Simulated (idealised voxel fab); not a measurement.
The following is a process module called voxel plated lines.
It is cross-section cut that appears here, measuring 275 nm in width, its square cells being 5 nm in size.
Notation: cross-section as square-cell grid; stated in bands, top first, going down; one or more cell rows per band. Top, bottom (nm), then materials left to right with widths (nm); lone material tagged "full width" fills the whole band edge to edge; "empty" = empty space. For the purposes of this specification, 0 denotes the height below which the wafer in its as-received condition is composed wholly of one material, and the lowermost band, lacking a lower limit, extends downward without end, as expressed in "from 0 down". Per-row width for "30..40": begins at first number (top row of band), ends at second number (bottom row), increment between rows held constant. Where the words "remained the same" appear for a step, the cross-section shows no cell changed by that step; every cell remained as before. What "Closed void inventory" gives you is every empty space of 8 cells or more that is cut off from the top. Each appears as width x height at distance, with the distance taken from the left edge and width, height and distance all in nm. That trailing text on a step's line, after the settings, is the simulator's own remark on the step. When a step includes a mask, the "overlay nm" setting on its line states how far to the right of its planned place that mask lay, and negative values state how far to the left.

[This section lists the process steps that were planned]
1 RECEIVE | material Si
2 CONFORMAL_DEP | material Al2O3 | thk nm 5
3 DIRECTIONAL_DEP | material TiN | thk nm 5
4 PATTERN | tone open | mask id LINES | material resist | width nm 30 | pitch nm 45 | thk nm 25 | overlay nm 0
5 EPI | material Ru | thk nm 10
6 EPI | material Ru | thk nm 10
7 STRIP | etch materials resist
8 DIRECTIONAL_ETCH | etch materials TiN | depth nm 5
9 CONFORMAL_DEP | material SiO2 | thk nm 5

[as received, after step 1]
- from 0 down = Si full width
- Closed void inventory: none

[This is how the wafer looks in cross-section once the module is done, given the starting state and plan above and one mistake in carrying the plan out]
- from 35 to 30 = empty 90 | SiO2 40 | empty 5 | SiO2 40 | empty 100
- from 30 to 10 = empty 90 | SiO2 5 | Ru 30 | SiO2 5 | empty 5 | SiO2 5 | Ru 30 | SiO2 5 | empty 100
- from 10 to 5 = SiO2 95 | TiN 30 | SiO2 15 | TiN 30 | SiO2 105
- from 5 to 0 = Al2O3 full width
- from 0 down = Si full width
- Closed void inventory: none
Plan not followed: step 4 was processed under conditions differing from the plan, specifically as PATTERN | tone open | mask id LINES | material resist | width nm 30 | pitch nm 45 | thk nm 25 | overlay nm -5
